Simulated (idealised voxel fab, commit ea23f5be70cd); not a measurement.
process module | voxel wiring stack
cross-section cut | 245 nm wide | cells 5 nm
A cross-section is a grid of square cells, given in bands from the top down. A band is one or more rows of cells.
Each band's line starts with the height of the band's top and of its bottom, in nm. Then come its materials from left to right, each with its width in nm. One material with "throughout" fills the band from edge to edge. "air" is empty space.
Height 0 is the level under which the wafer as received is all one material. The lowest band goes on downwards, as in "0 down".
A width such as "30 to 40" changes by the same amount from each row of cells to the next, from the band's top row to its bottom row.
"no change" after a step means that no cell of the cross-section changed.
closed voids: empty space of 8 cells or more with no open way to the top, each as width x height at its distance from the left edge, in nm
after a step's settings: what the simulator itself notes on the step
overlay nm, on a step with a mask: how far to the right of its planned place the mask lay; to the left if negative
plan
1 op RECEIVE | material Si
2 op CONFORMAL_DEP | material SiO2 | thk nm 10
3 op CONFORMAL_DEP | material SiN | thk nm 5
4 op DIRECTIONAL_DEP | material SiO2 | thk nm 20
5 op DIRECTIONAL_DEP | material aC | thk nm 10
6 op PATTERN | tone open | mask id METAL_1 | material resist | width nm 30 | pitch nm 55 | thk nm 25 | overlay nm 0
7 op DIRECTIONAL_ETCH | etch materials aC | depth nm 10
8 op STRIP | etch materials resist
9 op DIRECTIONAL_ETCH | etch materials SiO2 | depth nm 20
10 op DIRECTIONAL_ETCH | etch materials SiN | depth nm 5
11 op STRIP | etch materials aC
12 op CONFORMAL_DEP | material TiN | thk nm 5
13 op FILL_DEP | material Ru | thk nm 5
14 op CMP | height nm 35
15 op CONFORMAL_DEP | material SiCN | thk nm 5
16 op DIRECTIONAL_DEP | material SiO2 | thk nm 10
17 op PATTERN | tone open | mask id PLUG_1 | material resist | width nm 15 | pitch nm 55 | thk nm 15 | overlay nm 0
18 op DIRECTIONAL_ETCH | etch materials SiO2 | depth nm 10
19 op DIRECTIONAL_ETCH | etch materials SiCN | depth nm 5
20 op STRIP | etch materials resist
21 op EPI | material Ru | thk nm 10
22 op EPI | material Ru | thk nm 5
23 op DIRECTIONAL_DEP | material TiN | thk nm 5
24 op DIRECTIONAL_DEP | material W | thk nm 25
25 op MASKED_ETCH | tone cover | mask id METAL_2 | width nm 30 | pitch nm 55 | etch materials W | depth nm 25 | overlay nm 0
26 op MASKED_ETCH | tone cover | mask id METAL_2 | width nm 30 | pitch nm 55 | etch materials TiN | depth nm 5 | overlay nm 0
27 op CONFORMAL_DEP | material SiN | thk nm 5
28 op FILL_DEP | material lowk | thk nm 5
29 op CMP | height nm 80
30 op CONFORMAL_DEP | material SiCN | thk nm 5
31 op DIRECTIONAL_DEP | material SiO2 | thk nm 10
32 op MASKED_ETCH | tone open | mask id PLUG_2 | width nm 15 | pitch nm 55 | etch materials SiO2 | depth nm 10 | overlay nm 0
33 op MASKED_ETCH | tone open | mask id PLUG_2 | width nm 15 | pitch nm 55 | etch materials SiCN | depth nm 5 | overlay nm 0
34 op EPI | material Ru | thk nm 10
35 op EPI | material Ru | thk nm 5
36 op CONFORMAL_DEP | material SiCN | thk nm 5
37 op DIRECTIONAL_DEP | material lowk | thk nm 25
38 op MASKED_ETCH | tone open | mask id METAL_3 | width nm 30 | pitch nm 55 | etch materials lowk | depth nm 25 | overlay nm 0
39 op MASKED_ETCH | tone open | mask id METAL_3 | width nm 30 | pitch nm 55 | etch materials SiCN | depth nm 5 | overlay nm 0
40 op CONFORMAL_DEP | material TiN | thk nm 5
41 op FILL_DEP | material W | thk nm 10
42 op CMP | height nm 125
43 op CONFORMAL_DEP | material SiCN | thk nm 5
as received, after step 1
  0 down: Si throughout
  closed voids: none
a wafer at the end: this start, this plan, one mistake
  130 to 125: SiCN throughout
  125 to 100: lowk 80 | TiN 5 | W 20 | TiN 5 | lowk 25 | TiN 5 | W 20 | TiN 5 | lowk 80
  100 to 95: SiCN 80 | TiN 30 | SiCN 25 | TiN 30 | SiCN 80
  95 to 85: SiO2 80 | SiCN 5 | TiN 5 | SiCN 5 | SiO2 40 | SiCN 5 | TiN 5 | SiCN 5 | SiO2 95
  85 to 80: SiCN 85 | TiN 5 | SiCN 50 | TiN 5 | SiCN 100
  80 to 70: lowk 90 to 75 | SiN 5 to 20 | W 15 | SiN 5 | lowk 30 to 15 | SiN 5 to 20 | W 15 | SiN 5 | lowk 75
  70 to 55: lowk 75 | SiN 5 | W 30 | SiN 5 | lowk 15 | SiN 5 | W 30 | SiN 5 | lowk 75
  55 to 50: SiN 80 | W 15 | TiN 15 | SiN 25 | W 15 | TiN 15 | SiN 80
  50 to 45: SiO2 80 | W 15 | SiO2 40 | W 15 | SiO2 95
  45 to 40: SiO2 80 | TiN 15 | SiO2 40 | TiN 15 | SiO2 95
  40 to 35: SiCN 80 | Ru 15 | SiCN 40 | Ru 15 | SiCN 95
  35 to 15: SiO2 80 | TiN 5 | Ru 20 | TiN 5 | SiO2 25 | TiN 5 | Ru 20 | TiN 5 | SiO2 80
  15 to 10: SiN 80 | TiN 30 | SiN 25 | TiN 30 | SiN 80
  10 to 0: SiO2 throughout
  0 down: Si throughout
  closed voids: none
what went wrong: step 21 was left out
